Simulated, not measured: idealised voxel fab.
process module | voxel spacer lines
cross-section cut | 220 nm wide | cells 5 nm
A cross-section is a grid of square cells, given in bands from the top down. A band is one or more rows of cells.
Each band's line starts with the height of the band's top and of its bottom, in nm. Then come its materials from left to right, each with its width in nm. One material with "throughout" fills the band from edge to edge. "air" is empty space.
Height 0 is the level under which the wafer as received is all one material. The lowest band goes on downwards, as in "0 down".
A width such as "30 to 40" changes by the same amount from each row of cells to the next, from the band's top row to its bottom row.
"no change" after a step means that no cell of the cross-section changed.
closed voids: empty space of 8 cells or more with no open way to the top, each as width x height at its distance from the left edge, in nm
after a step's settings: what the simulator itself notes on the step
overlay nm, on a step with a mask: how far to the right of its planned place the mask lay; to the left if negative
plan
1 op RECEIVE | material Si
2 op CONFORMAL_DEP | material Al2O3 | thk nm 10
3 op DIRECTIONAL_DEP | material TiN | thk nm 10
4 op DIRECTIONAL_DEP | material aC | thk nm 20
5 op PATTERN | tone cover | mask id MANDREL | material resist | width nm 20 | pitch nm 60 | thk nm 30 | overlay nm 0
6 op DIRECTIONAL_ETCH | etch materials aC | depth nm 20
7 op STRIP | etch materials resist
8 op CONFORMAL_DEP | material SiN | thk nm 10
9 op DIRECTIONAL_ETCH | etch materials SiN | depth nm 10
10 op STRIP | etch materials aC
11 op DIRECTIONAL_ETCH | etch materials TiN | depth nm 10
12 op STRIP | etch materials SiN
as received, after step 1
  0 down: Si throughout
  closed voids: none
a wafer at the end: this start, this plan, one mistake
  20 to 10: air 25 | TiN 10 | air 30 | TiN 10 | air 10 | TiN 10 | air 30 | TiN 10 | air 10 | TiN 10 | air 30 | TiN 10 | air 25
  10 to 0: Al2O3 throughout
  0 down: Si throughout
  closed voids: none
what went wrong: step 5 ran as: op PATTERN | tone cover | mask id MANDREL | material resist | width nm 30 | pitch nm 60 | thk nm 30 | overlay nm 0
